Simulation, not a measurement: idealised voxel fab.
process module | voxel released beams
cross-section cut | 165 nm wide | cells 5 nm
A cross-section is a grid of square cells, given in bands from the top down. A band is one or more rows of cells.
Each band's line starts with the height of the band's top and of its bottom, in nm. Then come its materials from left to right, each with its width in nm. One material with "throughout" fills the band from edge to edge. "air" is empty space.
Height 0 is the level under which the wafer as received is all one material. The lowest band goes on downwards, as in "0 down".
A width such as "30 to 40" changes by the same amount from each row of cells to the next, from the band's top row to its bottom row.
"no change" after a step means that no cell of the cross-section changed.
closed voids: empty space of 8 cells or more with no open way to the top, each as width x height at its distance from the left edge, in nm
after a step's settings: what the simulator itself notes on the step
overlay nm, on a step with a mask: how far to the right of its planned place the mask lay; to the left if negative
Each pair below shows a cross-section before one step and the cross-section after it, down to the lowest band that changed. The line under each pair gives the step between them, with its settings. The pairs can come from different runs of this module on the same starting wafer, so a pair continues from the pair above only where its "before" says so.
before
  0 down: Si throughout
  closed voids: none
after
  10 to 0: SiN throughout
  below 0: unchanged
  closed voids: none
the step between: op CONFORMAL_DEP | material SiN | thk nm 10
before: the cross-section after the pair above
after
  25 to 10: SiO2 throughout
  below 10: unchanged
  closed voids: none
the step between: op DIRECTIONAL_DEP | material SiO2 | thk nm 15
before: the cross-section after the pair above
after
  40 to 25: resist 30 | air 40 | resist 95
  below 25: unchanged
  closed voids: none
the step between: op PATTERN | tone open | mask id ANCHOR | material resist | width nm 40 | thk nm 15 | overlay nm 0
before: the cross-section after the pair above
after
  40 to 25: resist 30 | air 40 | resist 95
  25 to 10: SiO2 30 | air 40 | SiO2 95
  below 10: unchanged
  closed voids: none
the step between: op DIRECTIONAL_ETCH | etch materials SiO2 | depth nm 15
before: the cross-section after the pair above
after
  25 to 10: SiO2 30 | air 40 | SiO2 95
  below 10: unchanged
  closed voids: none
the step between: op STRIP | etch materials resist
before: the cross-section after the pair above
after
  40 to 25: W 45 | air 10 | W 110
  25 to 10: SiO2 30 | W 40 | SiO2 95
  below 10: unchanged
  closed voids: none
the step between: op CONFORMAL_DEP | material W | thk nm 15
before: the cross-section after the pair above
after
  50 to 40: aC 45 | air 10 | aC 110
  40 to 35: W 45 | air 10 | W 110
  35 to 25: W 45 | aC 10 | W 110
  below 25: unchanged
  closed voids: none
the step between: op DIRECTIONAL_DEP | material aC | thk nm 10
before: the cross-section after the pair above
after
  80 to 50: air 25 | resist 110 | air 30
  50 to 40: aC 45 | resist 10 | aC 110
  40 to 35: W 45 | resist 10 | W 110
  below 35: unchanged
  closed voids: none
the step between: op PATTERN | tone cover | mask id BEAM | material resist | width nm 110 | thk nm 30 | overlay nm 0
before: the cross-section after the pair above
after
  70 to 50: air 25 | resist 110 | air 30
  50 to 40: air 25 | aC 20 | resist 10 | aC 80 | air 30
  below 40: unchanged
  closed voids: none
the step between: op DIRECTIONAL_ETCH | etch materials aC | depth nm 10
before: the cross-section after the pair above
after
  50 to 40: air 25 | aC 20 | air 10 | aC 80 | air 30
  40 to 35: W 45 | air 10 | W 110
  below 35: unchanged
  closed voids: none
the step between: op STRIP | etch materials resist
before: the cross-section after the pair above
after
  50 to 40: air 25 | aC 20 | air 10 | aC 80 | air 30
  40 to 35: air 25 | W 20 | air 10 | W 80 | air 30
  35 to 25: air 25 | W 20 | aC 10 | W 80 | air 30
  below 25: unchanged
  closed voids: none
the step between: op DIRECTIONAL_ETCH | etch materials W | depth nm 15
before: the cross-section after the pair above
after
  40 to 25: air 25 | W 20 | air 10 | W 80 | air 30
  below 25: unchanged
  closed voids: none
the step between: op STRIP | etch materials aC
before: the cross-section after the pair above
after
  40 to 25: air 25 | W 20 | air 10 | W 80 | air 30
  25 to 10: air 30 | W 40 | air 95
  below 10: unchanged
  closed voids: none
the step between: op STRIP | etch materials SiO2
before
  0 down: Si throughout
  closed voids: none
after
  15 to 0: SiO2 throughout
  below 0: unchanged
  closed voids: none
the step between: op DIRECTIONAL_DEP | material SiO2 | thk nm 15
before: the cross-section after the pair above
after
  30 to 15: resist 30 | air 40 | resist 95
  below 15: unchanged
  closed voids: none
the step between: op PATTERN | tone open | mask id ANCHOR | material resist | width nm 40 | thk nm 15 | overlay nm 0
before: the cross-section after the pair above
after
  30 to 15: resist 30 | air 40 | resist 95
  15 to 0: SiO2 30 | air 40 | SiO2 95
  below 0: unchanged
  closed voids: none
the step between: op DIRECTIONAL_ETCH | etch materials SiO2 | depth nm 15
before: the cross-section after the pair above
after
  15 to 0: SiO2 30 | air 40 | SiO2 95
  below 0: unchanged
  closed voids: none
the step between: op STRIP | etch materials resist
before: the cross-section after the pair above
after
  30 to 15: W 45 | air 10 | W 110
  15 to 0: SiO2 30 | W 40 | SiO2 95
  below 0: unchanged
  closed voids: none
the step between: op CONFORMAL_DEP | material W | thk nm 15
before: the cross-section after the pair above
after
  40 to 30: aC 45 | air 10 | aC 110
  30 to 25: W 45 | air 10 | W 110
  25 to 15: W 45 | aC 10 | W 110
  below 15: unchanged
  closed voids: none
the step between: op DIRECTIONAL_DEP | material aC | thk nm 10
before: the cross-section after the pair above
after
  70 to 40: air 25 | resist 110 | air 30
  40 to 30: aC 45 | resist 10 | aC 110
  30 to 25: W 45 | resist 10 | W 110
  below 25: unchanged
  closed voids: none
the step between: op PATTERN | tone cover | mask id BEAM | material resist | width nm 110 | thk nm 30 | overlay nm 0
before: the cross-section after the pair above
after
  60 to 40: air 25 | resist 110 | air 30
  40 to 30: air 25 | aC 20 | resist 10 | aC 80 | air 30
  below 30: unchanged
  closed voids: none
the step between: op DIRECTIONAL_ETCH | etch materials aC | depth nm 10
before: the cross-section after the pair above
after
  40 to 30: air 25 | aC 20 | air 10 | aC 80 | air 30
  30 to 25: W 45 | air 10 | W 110
  below 25: unchanged
  closed voids: none
the step between: op STRIP | etch materials resist
before: the cross-section after the pair above
after
  40 to 30: air 25 | aC 20 | air 10 | aC 80 | air 30
  30 to 25: air 25 | W 20 | air 10 | W 80 | air 30
  25 to 15: air 25 | W 20 | aC 10 | W 80 | air 30
  below 15: unchanged
  closed voids: none
the step between: op DIRECTIONAL_ETCH | etch materials W | depth nm 15
before: the cross-section after the pair above
after
  30 to 15: air 25 | W 20 | air 10 | W 80 | air 30
  below 15: unchanged
  closed voids: none
the step between: op STRIP | etch materials aC
before: the cross-section after the pair above
after
  30 to 15: air 25 | W 20 | air 10 | W 80 | air 30
  15 to 0: air 30 | W 40 | air 95
  below 0: unchanged
  closed voids: none
the step between: op STRIP | etch materials SiO2
before
  40 to 25: W 45 | air 10 | W 110
  25 to 10: SiO2 30 | W 40 | SiO2 95
  10 to 0: SiN throughout
  0 down: Si throughout
  closed voids: none
after
  55 to 25: W throughout
  below 25: unchanged
  closed voids: none
the step between: op CONFORMAL_DEP | material W | thk nm 15
before: the cross-section after the pair above
after
  65 to 55: aC throughout
  below 55: unchanged
  closed voids: none
the step between: op DIRECTIONAL_DEP | material aC | thk nm 10
before: the cross-section after the pair above
after
  95 to 65: air 25 | resist 110 | air 30
  below 65: unchanged
  closed voids: none
the step between: op PATTERN | tone cover | mask id BEAM | material resist | width nm 110 | thk nm 30 | overlay nm 0
before: the cross-section after the pair above
after
  85 to 65: air 25 | resist 110 | air 30
  65 to 55: air 25 | aC 110 | air 30
  below 55: unchanged
  closed voids: none
the step between: op DIRECTIONAL_ETCH | etch materials aC | depth nm 10
before: the cross-section after the pair above
after
  65 to 55: air 25 | aC 110 | air 30
  below 55: unchanged
  closed voids: none
the step between: op STRIP | etch materials resist
before: the cross-section after the pair above
after
  65 to 55: air 25 | aC 110 | air 30
  55 to 40: air 25 | W 110 | air 30
  below 40: unchanged
  closed voids: none
the step between: op DIRECTIONAL_ETCH | etch materials W | depth nm 15
before: the cross-section after the pair above
after
  55 to 40: air 25 | W 110 | air 30
  below 40: unchanged
  closed voids: none
the step between: op STRIP | etch materials aC
before
  15 to 0: SiO2 throughout
  0 down: Si throughout
  closed voids: none
after
  25 to 15: SiN throughout
  below 15: unchanged
  closed voids: none
the step between: op CONFORMAL_DEP | material SiN | thk nm 10
before: the cross-section after the pair above
after
  40 to 25: resist 30 | air 40 | resist 95
  below 25: unchanged
  closed voids: none
the step between: op PATTERN | tone open | mask id ANCHOR | material resist | width nm 40 | thk nm 15 | overlay nm 0
before: the cross-section after the pair above
after
  25 to 15: SiN throughout
  below 15: unchanged
  closed voids: none
the step between: op STRIP | etch materials resist
before: the cross-section after the pair above
after
  40 to 25: W throughout
  below 25: unchanged
  closed voids: none
the step between: op CONFORMAL_DEP | material W | thk nm 15
before: the cross-section after the pair above
after
  50 to 40: aC throughout
  below 40: unchanged
  closed voids: none
the step between: op DIRECTIONAL_DEP | material aC | thk nm 10
before: the cross-section after the pair above
after
  80 to 50: air 25 | resist 110 | air 30
  below 50: unchanged
  closed voids: none
the step between: op PATTERN | tone cover | mask id BEAM | material resist | width nm 110 | thk nm 30 | overlay nm 0
before: the cross-section after the pair above
after
  70 to 50: air 25 | resist 110 | air 30
  50 to 40: air 25 | aC 110 | air 30
  below 40: unchanged
  closed voids: none
the step between: op DIRECTIONAL_ETCH | etch materials aC | depth nm 10
before: the cross-section after the pair above
after
  50 to 40: air 25 | aC 110 | air 30
  below 40: unchanged
  closed voids: none
the step between: op STRIP | etch materials resist
before: the cross-section after the pair above
after
  50 to 40: air 25 | aC 110 | air 30
  40 to 25: air 25 | W 110 | air 30
  below 25: unchanged
  closed voids: none
the step between: op DIRECTIONAL_ETCH | etch materials W | depth nm 15
before: the cross-section after the pair above
after
  40 to 25: air 25 | W 110 | air 30
  below 25: unchanged
  closed voids: none
the step between: op STRIP | etch materials aC
before
  25 to 10: SiO2 30 | air 40 | SiO2 95
  10 to 0: SiN throughout
  0 down: Si throughout
  closed voids: none
after
  50 to 25: W throughout
  25 to 10: SiO2 30 | W 40 | SiO2 95
  below 10: unchanged
  closed voids: none
the step between: op CONFORMAL_DEP | material W | thk nm 25
before: the cross-section after the pair above
after
  60 to 50: aC throughout
  below 50: unchanged
  closed voids: none
the step between: op DIRECTIONAL_DEP | material aC | thk nm 10
before: the cross-section after the pair above
after
  90 to 60: air 25 | resist 110 | air 30
  below 60: unchanged
  closed voids: none
the step between: op PATTERN | tone cover | mask id BEAM | material resist | width nm 110 | thk nm 30 | overlay nm 0
before: the cross-section after the pair above
after
  80 to 60: air 25 | resist 110 | air 30
  60 to 50: air 25 | aC 110 | air 30
  below 50: unchanged
  closed voids: none
the step between: op DIRECTIONAL_ETCH | etch materials aC | depth nm 10
before: the cross-section after the pair above
after
  60 to 50: air 25 | aC 110 | air 30
  below 50: unchanged
  closed voids: none
the step between: op STRIP | etch materials resist
before: the cross-section after the pair above
after
  60 to 50: air 25 | aC 110 | air 30
  50 to 35: air 25 | W 110 | air 30
  below 35: unchanged
  closed voids: none
the step between: op DIRECTIONAL_ETCH | etch materials W | depth nm 15
before: the cross-section after the pair above
after
  50 to 35: air 25 | W 110 | air 30
  below 35: unchanged
  closed voids: none
the step between: op STRIP | etch materials aC
before
  25 to 10: SiO2 throughout
  10 to 0: SiN throughout
  0 down: Si throughout
  closed voids: none
after
  40 to 25: resist 30 | air 45 | resist 90
  below 25: unchanged
  closed voids: none
the step between: op PATTERN | tone open | mask id ANCHOR | material resist | width nm 45 | thk nm 15 | overlay nm 0
before: the cross-section after the pair above
after
  40 to 25: resist 30 | air 45 | resist 90
  25 to 10: SiO2 30 | air 45 | SiO2 90
  below 10: unchanged
  closed voids: none
the step between: op DIRECTIONAL_ETCH | etch materials SiO2 | depth nm 15
before: the cross-section after the pair above
after
  25 to 10: SiO2 30 | air 45 | SiO2 90
  below 10: unchanged
  closed voids: none
the step between: op STRIP | etch materials resist
before: the cross-section after the pair above
after
  40 to 25: W 45 | air 15 | W 105
  25 to 10: SiO2 30 | W 45 | SiO2 90
  below 10: unchanged
  closed voids: none
the step between: op CONFORMAL_DEP | material W | thk nm 15
before: the cross-section after the pair above
after
  50 to 40: aC 45 | air 15 | aC 105
  40 to 35: W 45 | air 15 | W 105
  35 to 25: W 45 | aC 15 | W 105
  below 25: unchanged
  closed voids: none
the step between: op DIRECTIONAL_DEP | material aC | thk nm 10
before: the cross-section after the pair above
after
  80 to 50: air 25 | resist 110 | air 30
  50 to 40: aC 45 | resist 15 | aC 105
  40 to 35: W 45 | resist 15 | W 105
  below 35: unchanged
  closed voids: none
the step between: op PATTERN | tone cover | mask id BEAM | material resist | width nm 110 | thk nm 30 | overlay nm 0
before: the cross-section after the pair above
after
  70 to 50: air 25 | resist 110 | air 30
  50 to 40: air 25 | aC 20 | resist 15 | aC 75 | air 30
  below 40: unchanged
  closed voids: none
the step between: op DIRECTIONAL_ETCH | etch materials aC | depth nm 10
before: the cross-section after the pair above
after
  50 to 40: air 25 | aC 20 | air 15 | aC 75 | air 30
  40 to 35: W 45 | air 15 | W 105
  below 35: unchanged
  closed voids: none
the step between: op STRIP | etch materials resist
before: the cross-section after the pair above
after
  50 to 40: air 25 | aC 20 | air 15 | aC 75 | air 30
  40 to 35: air 25 | W 20 | air 15 | W 75 | air 30
  35 to 25: air 25 | W 20 | aC 15 | W 75 | air 30
  below 25: unchanged
  closed voids: none
the step between: op DIRECTIONAL_ETCH | etch materials W | depth nm 15
before: the cross-section after the pair above
after
  40 to 25: air 25 | W 20 | air 15 | W 75 | air 30
  below 25: unchanged
  closed voids: none
the step between: op STRIP | etch materials aC
before: the cross-section after the pair above
after
  40 to 25: air 25 | W 20 | air 15 | W 75 | air 30
  25 to 10: air 30 | W 45 | air 90
  below 10: unchanged
  closed voids: none
the step between: op STRIP | etch materials SiO2
before
  25 to 10: SiO2 throughout
  10 to 0: SiN throughout
  0 down: Si throughout
  closed voids: none
after
  40 to 25: resist 25 | air 40 | resist 100
  below 25: unchanged
  closed voids: none
the step between: op PATTERN | tone open | mask id ANCHOR | material resist | width nm 40 | thk nm 15 | overlay nm -5
before: the cross-section after the pair above
after
  40 to 25: resist 25 | air 40 | resist 100
  25 to 10: SiO2 25 | air 40 | SiO2 100
  below 10: unchanged
  closed voids: none
the step between: op DIRECTIONAL_ETCH | etch materials SiO2 | depth nm 15
before: the cross-section after the pair above
after
  25 to 10: SiO2 25 | air 40 | SiO2 100
  below 10: unchanged
  closed voids: none
the step between: op STRIP | etch materials resist
before: the cross-section after the pair above
after
  40 to 25: W 40 | air 10 | W 115
  25 to 10: SiO2 25 | W 40 | SiO2 100
  below 10: unchanged
  closed voids: none
the step between: op CONFORMAL_DEP | material W | thk nm 15
before: the cross-section after the pair above
after
  50 to 40: aC 40 | air 10 | aC 115
  40 to 35: W 40 | air 10 | W 115
  35 to 25: W 40 | aC 10 | W 115
  below 25: unchanged
  closed voids: none
the step between: op DIRECTIONAL_DEP | material aC | thk nm 10
before: the cross-section after the pair above
after
  80 to 50: air 25 | resist 110 | air 30
  50 to 40: aC 40 | resist 10 | aC 115
  40 to 35: W 40 | resist 10 | W 115
  below 35: unchanged
  closed voids: none
the step between: op PATTERN | tone cover | mask id BEAM | material resist | width nm 110 | thk nm 30 | overlay nm 0
before: the cross-section after the pair above
after
  70 to 50: air 25 | resist 110 | air 30
  50 to 40: air 25 | aC 15 | resist 10 | aC 85 | air 30
  below 40: unchanged
  closed voids: none
the step between: op DIRECTIONAL_ETCH | etch materials aC | depth nm 10
before: the cross-section after the pair above
after
  50 to 40: air 25 | aC 15 | air 10 | aC 85 | air 30
  40 to 35: W 40 | air 10 | W 115
  below 35: unchanged
  closed voids: none
the step between: op STRIP | etch materials resist
before: the cross-section after the pair above
after
  50 to 40: air 25 | aC 15 | air 10 | aC 85 | air 30
  40 to 35: air 25 | W 15 | air 10 | W 85 | air 30
  35 to 25: air 25 | W 15 | aC 10 | W 85 | air 30
  below 25: unchanged
  closed voids: none
the step between: op DIRECTIONAL_ETCH | etch materials W | depth nm 15
before: the cross-section after the pair above
after
  40 to 25: air 25 | W 15 | air 10 | W 85 | air 30
  below 25: unchanged
  closed voids: none
the step between: op STRIP | etch materials aC
before: the cross-section after the pair above
after
  40 to 25: air 25 | W 15 | air 10 | W 85 | air 30
  25 to 10: air 25 | W 40 | air 100
  below 10: unchanged
  closed voids: none
the step between: op STRIP | etch materials SiO2
before
  40 to 25: W 45 | air 10 | W 110
  25 to 10: SiO2 30 | W 40 | SiO2 95
  10 to 0: SiN throughout
  0 down: Si throughout
  closed voids: none
after
  50 to 35: W 45 | air 10 | W 110
  35 to 25: W throughout
  below 25: unchanged
  closed voids: none
the step between: op DIRECTIONAL_DEP | material W | thk nm 10
before: the cross-section after the pair above
after
  80 to 50: air 25 | resist 110 | air 30
  50 to 35: W 45 | resist 10 | W 110
  below 35: unchanged
  closed voids: none
the step between: op PATTERN | tone cover | mask id BEAM | material resist | width nm 110 | thk nm 30 | overlay nm 0
before: the cross-section after the pair above
after
  70 to 50: air 25 | resist 110 | air 30
  below 50: unchanged
  closed voids: none
the step between: op DIRECTIONAL_ETCH | etch materials aC | depth nm 10
before: the cross-section after the pair above
after
  50 to 35: W 45 | air 10 | W 110
  below 35: unchanged
  closed voids: none
the step between: op STRIP | etch materials resist
before: the cross-section after the pair above
after
  35 to 25: W 45 | air 10 | W 110
  25 to 20: SiO2 30 | W 15 | air 10 | W 15 | SiO2 95
  below 20: unchanged
  closed voids: none
the step between: op DIRECTIONAL_ETCH | etch materials W | depth nm 15
before
  25 to 10: SiO2 throughout
  10 to 0: SiN throughout
  0 down: Si throughout
  closed voids: none
after
  40 to 25: air 30 | resist 40 | air 95
  below 25: unchanged
  closed voids: none
the step between: op PATTERN | tone cover | mask id ANCHOR | material resist | width nm 40 | thk nm 15 | overlay nm 0
before: the cross-section after the pair above
after
  40 to 25: air 30 | resist 40 | air 95
  25 to 10: air 30 | SiO2 40 | air 95
  below 10: unchanged
  closed voids: none
the step between: op DIRECTIONAL_ETCH | etch materials SiO2 | depth nm 15
before: the cross-section after the pair above
after
  25 to 10: air 30 | SiO2 40 | air 95
  below 10: unchanged
  closed voids: none
the step between: op STRIP | etch materials resist
before: the cross-section after the pair above
after
  40 to 25: air 15 | W 70 | air 80
  25 to 10: W 30 | SiO2 40 | W 95
  below 10: unchanged
  closed voids: none
the step between: op CONFORMAL_DEP | material W | thk nm 15
before: the cross-section after the pair above
after
  50 to 40: air 15 | aC 70 | air 80
  40 to 35: air 15 | W 70 | air 80
  35 to 25: aC 15 | W 70 | aC 80
  below 25: unchanged
  closed voids: none
the step between: op DIRECTIONAL_DEP | material aC | thk nm 10
before: the cross-section after the pair above
after
  80 to 50: air 25 | resist 110 | air 30
  50 to 40: air 15 | aC 70 | resist 50 | air 30
  40 to 35: air 15 | W 70 | resist 50 | air 30
  below 35: unchanged
  closed voids: none
the step between: op PATTERN | tone cover | mask id BEAM | material resist | width nm 110 | thk nm 30 | overlay nm 0
before: the cross-section after the pair above
after
  70 to 50: air 25 | resist 110 | air 30
  50 to 40: air 25 | aC 60 | resist 50 | air 30
  40 to 35: air 15 | W 70 | resist 50 | air 30
  35 to 25: air 15 | W 70 | aC 50 | air 30
  below 25: unchanged
  closed voids: none
the step between: op DIRECTIONAL_ETCH | etch materials aC | depth nm 10
before: the cross-section after the pair above
after
  50 to 40: air 25 | aC 60 | air 80
  40 to 35: air 15 | W 70 | air 80
  below 35: unchanged
  closed voids: none
the step between: op STRIP | etch materials resist
before: the cross-section after the pair above
after
  50 to 40: air 25 | aC 60 | air 80
  40 to 35: air 25 | W 60 | air 80
  35 to 25: air 25 | W 60 | aC 50 | air 30
  25 to 10: air 15 | W 15 | SiO2 40 | W 65 | air 30
  below 10: unchanged
  closed voids: none
the step between: op DIRECTIONAL_ETCH | etch materials W | depth nm 15
before: the cross-section after the pair above
after
  40 to 25: air 25 | W 60 | air 80
  below 25: unchanged
  closed voids: none
the step between: op STRIP | etch materials aC
